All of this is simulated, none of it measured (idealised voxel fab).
Module name: voxel released beams (process module)
Square cell edge 5 nm, section width 200 nm, ID cut.
In what follows, cross-sections appear as grids of square cells, described through bands that run from the top down, where every band is one or more rows of cells. A band entry consists of two parts. The first gives the height of the band's top and the height of its bottom, in nm. The rest lists the band's materials from left to right, each with its width in nm. A single material labelled with the word "all across" fills the band from edge to edge, and the word "air" marks empty space. Ref level 0: as-received wafer is one material below here. Bottom band extends down with no lower bound ("top 0, no bottom"). Width "30->40": first value at the band's top row of cells, second value at its bottom row, equal change from row to row. Any step labelled "nothing got changed" changed none of the cells in the cross-section. Any empty space of 8 cells or more lacking an open way to the top shows up in "Tabulated closed voids" as width x height at distance, distance from the left edge, in nm. Where a step's line continues beyond its settings, the continuation is a remark by the simulator itself on that step. Regarding "overlay nm": on a step with a mask, it is the distance the mask lay to the right of its planned place; a negative value places it to the left.

### Here's what the planned process steps look like
1: RECEIVE (material Si)
2: CONFORMAL_DEP (material SiN; thk nm 5)
3: DIRECTIONAL_DEP (material SiO2; thk nm 20)
4: MASKED_ETCH (tone open; mask id ANCHOR; width nm 35; etch materials SiO2; depth nm 20; overlay nm 0)
5: CONFORMAL_DEP (material TiN; thk nm 15)
6: DIRECTIONAL_DEP (material aC; thk nm 15)
7: PATTERN (tone cover; mask id BEAM; material resist; width nm 90; thk nm 30; overlay nm 0)
8: DIRECTIONAL_ETCH (etch materials aC; depth nm 15)
9: STRIP (etch materials resist)
10: DIRECTIONAL_ETCH (etch materials TiN; depth nm 15)
11: STRIP (etch materials aC)
12: STRIP (etch materials SiO2)

### On the first of the two wafers: run conducted according to plan

### Delivered wafer in cross-section: state after step 1
> top 0, no bottom  Si all across
> Tabulated closed voids: none

### The wafer, seen in cross-section, after step 2
> top 5, bottom 0  SiN all across
> Unchanged below 0.

### The wafer, seen in cross-section, after step 3
> top 25, bottom 5  SiO2 all across
> Unchanged below 5.

### The wafer, seen in cross-section, after step 4
> top 25, bottom 5  55 SiO2, 35 air, 110 SiO2
> Unchanged below 5.

### The wafer, seen in cross-section, after step 5
> top 40, bottom 25  70 TiN, 5 air, 125 TiN
> top 25, bottom 20  55 SiO2, 15 TiN, 5 air, 15 TiN, 110 SiO2
> top 20, bottom 5  55 SiO2, 35 TiN, 110 SiO2
> Unchanged below 5.

### The wafer, seen in cross-section, after step 6
> top 55, bottom 40  70 aC, 5 air, 125 aC
> top 40, bottom 35  70 TiN, 5 air, 125 TiN
> top 35, bottom 25  70 TiN, 5 aC, 125 TiN
> top 25, bottom 20  55 SiO2, 15 TiN, 5 aC, 15 TiN, 110 SiO2
> Unchanged below 20.

### The wafer, seen in cross-section, after step 7
> top 85, bottom 55  50 air, 90 resist, 60 air
> top 55, bottom 40  70 aC, 5 resist, 125 aC
> top 40, bottom 35  70 TiN, 5 resist, 125 TiN
> Unchanged below 35.

### The wafer, seen in cross-section, after step 8
> top 70, bottom 55  50 air, 90 resist, 60 air
> top 55, bottom 40  50 air, 20 aC, 5 resist, 65 aC, 60 air
> Unchanged below 40.

### The wafer, seen in cross-section, after step 9
> top 55, bottom 40  50 air, 20 aC, 5 air, 65 aC, 60 air
> top 40, bottom 35  70 TiN, 5 air, 125 TiN
> Unchanged below 35.

### The wafer, seen in cross-section, after step 10
> top 55, bottom 40  50 air, 20 aC, 5 air, 65 aC, 60 air
> top 40, bottom 35  50 air, 20 TiN, 5 air, 65 TiN, 60 air
> top 35, bottom 25  50 air, 20 TiN, 5 aC, 65 TiN, 60 air
> Unchanged below 25.

### The wafer, seen in cross-section, after step 11
> top 40, bottom 25  50 air, 20 TiN, 5 air, 65 TiN, 60 air
> top 25, bottom 20  55 SiO2, 15 TiN, 5 air, 15 TiN, 110 SiO2
> Unchanged below 20.

### The wafer, seen in cross-section, after step 12
> top 40, bottom 25  50 air, 20 TiN, 5 air, 65 TiN, 60 air
> top 25, bottom 20  55 air, 15 TiN, 5 air, 15 TiN, 110 air
> top 20, bottom 5  55 air, 35 TiN, 110 air
> Unchanged below 5.

### The second wafer began exactly as the first did and followed the same plan, but one mistake was made while running it; through step 6 inclusive, the two wafers are identical

### Cross-sectional representation of the second wafer at the time designated in the plan for the completion of step 7
> top 85, bottom 55  40 air, 90 resist, 70 air
> top 55, bottom 40  70 aC, 5 resist, 125 aC
> top 40, bottom 35  70 TiN, 5 resist, 125 TiN
> Unchanged below 35.

### Cross-sectional representation of the second wafer at the time designated in the plan for the completion of step 8
> top 70, bottom 55  40 air, 90 resist, 70 air
> top 55, bottom 40  40 air, 30 aC, 5 resist, 55 aC, 70 air
> Unchanged below 40.

### Cross-sectional representation of the second wafer at the time designated in the plan for the completion of step 9
> top 55, bottom 40  40 air, 30 aC, 5 air, 55 aC, 70 air
> top 40, bottom 35  70 TiN, 5 air, 125 TiN
> Unchanged below 35.

### Cross-sectional representation of the second wafer at the time designated in the plan for the completion of step 10
> top 55, bottom 40  40 air, 30 aC, 5 air, 55 aC, 70 air
> top 40, bottom 35  40 air, 30 TiN, 5 air, 55 TiN, 70 air
> top 35, bottom 25  40 air, 30 TiN, 5 aC, 55 TiN, 70 air
> Unchanged below 25.

### Cross-sectional representation of the second wafer at the time designated in the plan for the completion of step 11
> top 40, bottom 25  40 air, 30 TiN, 5 air, 55 TiN, 70 air
> top 25, bottom 20  55 SiO2, 15 TiN, 5 air, 15 TiN, 110 SiO2
> Unchanged below 20.

### Cross-sectional representation of the second wafer at the time designated in the plan for the completion of step 12
> top 40, bottom 25  40 air, 30 TiN, 5 air, 55 TiN, 70 air
> top 25, bottom 20  55 air, 15 TiN, 5 air, 15 TiN, 110 air
> top 20, bottom 5  55 air, 35 TiN, 110 air
> Unchanged below 5.
Where did the run depart from the plan? contrary to plan, step 7 was performed as PATTERN (tone cover; mask id BEAM; material resist; width nm 90; thk nm 30; overlay nm -10)
At the end, the second wafer has the same number of cells of each material as the first, but those cells sit in other places.
